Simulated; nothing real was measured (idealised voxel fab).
Proc. module: voxel lift off
For reference, the cross-section in this document is cut, with width 275 nm and square cells of 5 nm.
Think of the cross-section as a grid of square cells. We describe it in bands, top to bottom, and each band covers one or more rows of those cells.
Heights first: top, then bottom, in nm. Then materials, left to right, each with a width in nm. "edge to edge" on a single material: fills the band edge to edge. "empty": empty space.
Where do heights start? At 0: under that level the wafer as delivered is made of one material only. And the lowest band has no floor; it just carries on downward, as in "0..down".
Quick explanation for "30 to 40": the width changes in equal steps down the rows of cells, from the first number in the band's top row to the second number in its bottom row.
Where the words "nothing was modified" appear for a step, the cross-section shows no cell changed by that step; every cell remained as before.
"Closed internal cavities": empty spaces of 8 cells or more with no open way to the top, each given as width x height at distance, distance from the left edge, all in nm.
That trailing text on a step's line, after the settings, is the simulator's own remark on the step.
The line of a step may include "overlay nm". On a step with a mask, this value is how far to the right of its planned place the mask lay. A negative value means the mask lay to the left.
## List of planned process steps
1,RECEIVE, material Si
2,CONFORMAL_DEP, material SiN, thk nm 15
3,PATTERN, tone open, mask id LINES, material resist, width nm 30, pitch nm 50, thk nm 15, overlay nm 0
4,DIRECTIONAL_DEP, material Ru, thk nm 5
5,STRIP, etch materials resist
6,CONFORMAL_DEP, material SiN, thk nm 10
## Delivered wafer in cross-section: state after step 1
  0..down  Si edge to edge
  Closed internal cavities: none
## Cross-section, first of two wafers, end of module, run as planned
  30..25  empty (60); SiN (150); empty (65)
  25..20  SiN edge to edge
  20..15  SiN (70); Ru (30); SiN (20); Ru (30); SiN (20); Ru (30); SiN (75)
  15..0  SiN edge to edge
  0..down  Si edge to edge
  Closed internal cavities: none
## Cross-section, second wafer: same start as the first, same plan as the first, one mistake in running it; taken at the end of the module
  15..10  empty (60); SiN (150); empty (65)
  10..5  SiN edge to edge
  5..0  SiN (70); Ru (30); SiN (20); Ru (30); SiN (20); Ru (30); SiN (75)
  0..down  Si edge to edge
  Closed internal cavities: none
Processing error: step 2 of the plan was omitted and not executed
Final difference in cells, second wafer against first, listed per material as more or fewer: SiN -165
